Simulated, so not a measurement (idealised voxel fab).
Presented below is a process module, voxel plated lines.
We display cut, a cross-section 225 nm in width whose square cells are each 5 nm.
Format of a cross-section: grid, square cells. Given as bands. Order: top down. Band: one or more rows of cells. Per band: top height and bottom height in nm, followed by the left-to-right materials and their widths in nm; "edge to edge" marks a single material spanning edge to edge, "air" marks empty space. The reference from which all heights are counted is 0, the level beneath which the as-received wafer is entirely one material; the lowest band, having no lower bound, proceeds downward and is written after the example "0 and below". The expression "30..40" gives the width at the extremes of the band, the first number at its top row of cells and the second at its bottom row, with the width changing by equal amounts from each row to the next in between. "identical to before" for a step: no cell of the cross-section changed in that step. "Enclosed empty spaces" contains a list of empty spaces, each no smaller than 8 cells and without an open way to the top, written in the form width x height at distance with the distance from the left edge and all three in nm. Heads up: the bit after the settings on a step's line is the simulator's remark on that step. "overlay nm", when on a step's line for a step with a mask, measures how far to the right of its planned place the mask lay; a negative measure means to the left.
## Here's what the planned process steps look like
| 1 | RECEIVE,material Si |
| 2 | CONFORMAL_DEP,material Al2O3,thk nm 10 |
| 3 | DIRECTIONAL_DEP,material TiN,thk nm 5 |
| 4 | PATTERN,tone open,mask id LINES,material resist,width nm 15,pitch nm 40,thk nm 30,overlay nm 0 |
| 5 | EPI,material Ru,thk nm 5 |
| 6 | EPI,material Ru,thk nm 5 |
| 7 | STRIP,etch materials resist |
| 8 | DIRECTIONAL_ETCH,etch materials TiN,depth nm 5 |
| 9 | CONFORMAL_DEP,material SiO2,thk nm 10 |
The wafers are alike at the start. At step 4, their width nm differs. The plan lists the first wafer's value.
## Step 1 complete: as-received cross-section of the first of several wafers
- 0 and below: Si edge to edge
- Enclosed empty spaces: none
## Below, a row for every wafer. Read it as the end-of-module picture: for each material the wafer shows its cells gained (+) or lost (-) since it was received, and then its closed voids
width nm 15; +90 Al2O3; +12 Ru; +114 SiO2; +6 TiN; Enclosed empty spaces: none
width nm 20; +90 Al2O3; +16 Ru; +114 SiO2; +8 TiN; Enclosed empty spaces: none
width nm 25; +90 Al2O3; +20 Ru; +111 SiO2; +10 TiN; Enclosed empty spaces: none
